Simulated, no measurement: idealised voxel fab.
process module | voxel gate over fins
cross-section cut | 165 nm wide | cells 5 nm
A cross-section is a grid of square cells, given in bands from the top down. A band is one or more rows of cells.
Each band's line starts with the height of the band's top and of its bottom, in nm. Then come its materials from left to right, each with its width in nm. One material with "throughout" fills the band from edge to edge. "air" is empty space.
Height 0 is the level under which the wafer as received is all one material. The lowest band goes on downwards, as in "0 down".
A width such as "30 to 40" changes by the same amount from each row of cells to the next, from the band's top row to its bottom row.
"no change" after a step means that no cell of the cross-section changed.
closed voids: empty space of 8 cells or more with no open way to the top, each as width x height at its distance from the left edge, in nm
after a step's settings: what the simulator itself notes on the step
overlay nm, on a step with a mask: how far to the right of its planned place the mask lay; to the left if negative
plan
1 op RECEIVE | material Si
2 op CONFORMAL_DEP | material SiN | thk nm 10
3 op MASKED_ETCH | tone cover | mask id FINS | width nm 15 | pitch nm 35 | etch materials SiN | depth nm 10 | overlay nm 0
4 op MASKED_ETCH | tone cover | mask id FINS | width nm 15 | pitch nm 35 | etch materials Si | depth nm 30 | overlay nm 0
5 op OXIDIZE | depth nm 5
6 op FILL_DEP | material SiO2 | thk nm 5
7 op CMP | height nm 10
8 op SELECTIVE_ETCH | etch materials SiO2 | depth nm 20
9 op STRIP | etch materials SiN
10 op CONFORMAL_DEP | material HfO2 | thk nm 5
11 op CONFORMAL_DEP | material TiN | thk nm 5
12 op FILL_DEP | material W | thk nm 10
13 op CMP | height nm 15
14 op CONFORMAL_DEP | material SiN | thk nm 10
as received, after step 1
  0 down: Si throughout
  closed voids: none
a wafer at the end: this start, this plan, one mistake
  25 to 15: SiN throughout
  15 to 10: W throughout
  10 to 5: W 45 | TiN 25 | W 10 | TiN 25 | W 10 | TiN 25 | W 25
  5 to 0: W 35 | TiN 15 | HfO2 15 | TiN 20 | HfO2 15 | TiN 20 | HfO2 15 | TiN 5 | W 25
  0 to -5: TiN 40 | HfO2 15 | Si 5 | HfO2 5 | TiN 10 | HfO2 15 | Si 5 | HfO2 5 | TiN 10 | HfO2 15 | Si 5 | HfO2 5 | TiN 30
  -5 to -10: HfO2 45 | Si 15 | HfO2 20 | Si 15 | HfO2 20 | Si 15 | HfO2 35
  -10 to -35: SiO2 45 | Si 15 | SiO2 20 | Si 15 | SiO2 20 | Si 15 | SiO2 35
  -35 down: Si throughout
  closed voids: none
what went wrong: step 3 ran as: op MASKED_ETCH | tone cover | mask id FINS | width nm 15 | pitch nm 35 | etch materials SiN | depth nm 10 | overlay nm 10
